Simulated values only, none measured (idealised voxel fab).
The process module presented herein is designated voxel ribs on slabs.
Displayed cross-section: cut, width of 230 nm, square cells sized 5 nm.
Square cells in a grid make up a cross-section in this document, and the grid is given as bands, listed from the top down, each one or more rows of cells.
A band entry consists of two parts. The first gives the height of the band's top and the height of its bottom, in nm. The rest lists the band's materials from left to right, each with its width in nm. A single material labelled with the word "full width" fills the band from edge to edge, and the word "empty" marks empty space.
Note: height 0 marks the level under which the wafer is uniformly one material as received. Lowest band unbounded below, written "0..down".
You'd read "30->40" like this: the band's top row of cells is as wide as the first number, its bottom row is as wide as the second, and going down, every row changes width by the same amount as the row before did.
A step reported as "changes: none" is a step in which no cell of the cross-section changed.
Any empty space of 8 cells or more lacking an open way to the top shows up in "Closed internal cavities" as width x height at distance, distance from the left edge, in nm.
If you see something after the settings on a step's line, that's the simulator's own remark about that step.
overlay nm: how far to the right of its planned place the mask lay on this masked step (negative: to the left).

**The process steps that were planned are listed below**
1) op RECEIVE | material Si
2) op DIRECTIONAL_DEP | material SiO2 | thk nm 25
3) op DIRECTIONAL_DEP | material SiN | thk nm 20
4) op PATTERN | tone cover | mask id RIB | material resist | width nm 20 | thk nm 15 | overlay nm 0
5) op DIRECTIONAL_ETCH | etch materials SiN | depth nm 5
6) op STRIP | etch materials resist
7) op PATTERN | tone cover | mask id SLAB | material resist | width nm 50 | thk nm 20 | overlay nm 0
8) op DIRECTIONAL_ETCH | etch materials SiN | depth nm 15
9) op STRIP | etch materials resist
10) op FILL_DEP | material SiO2 | thk nm 15
11) op CMP | height nm 45
12) op DIRECTIONAL_DEP | material W | thk nm 5
13) op PATTERN | tone cover | mask id HEATER | material resist | width nm 30 | thk nm 20 | overlay nm 0
14) op DIRECTIONAL_ETCH | etch materials W | depth nm 5
15) op STRIP | etch materials resist
16) op CONFORMAL_DEP | material SiN | thk nm 10
Heads up: all these wafers start the same, and what changes between them is the height nm in step 11. The value you see in the plan is just what the first wafer got.

**Incoming state of the first of several wafers in cross-section: after step 1**
- 0..down = Si full width
- Closed internal cavities: none

**End of the module, past its last step, step 16: how the first of several wafers looks in cross-section**
- 60..55 = 90 empty / 50 SiN / 90 empty
- 55..50 = SiN full width
- 50..45 = 100 SiN / 30 W / 100 SiN
- 45..40 = 105 SiO2 / 20 SiN / 105 SiO2
- 40..25 = 90 SiO2 / 50 SiN / 90 SiO2
- 25..0 = SiO2 full width
- 0..down = Si full width
- Closed internal cavities: none

**Cross-section, module end, final of several wafers**
- 75..70 = 90 empty / 50 SiN / 90 empty
- 70..65 = SiN full width
- 65..60 = 100 SiN / 30 W / 100 SiN
- 60..45 = SiO2 full width
- 45..40 = 105 SiO2 / 20 SiN / 105 SiO2
- 40..25 = 90 SiO2 / 50 SiN / 90 SiO2
- 25..0 = SiO2 full width
- 0..down = Si full width
- Closed internal cavities: none

**Per wafer (row), end of module: delta in cells per material since receipt, (+) for gained, (-) for lost; closed voids after that**
height nm 45; +130 SiN; +380 SiO2; +6 W; Closed internal cavities: none
height nm 50; +130 SiN; +426 SiO2; +6 W; Closed internal cavities: none
height nm 55; +130 SiN; +472 SiO2; +6 W; Closed internal cavities: none
height nm 60; +130 SiN; +518 SiO2; +6 W; Closed internal cavities: none
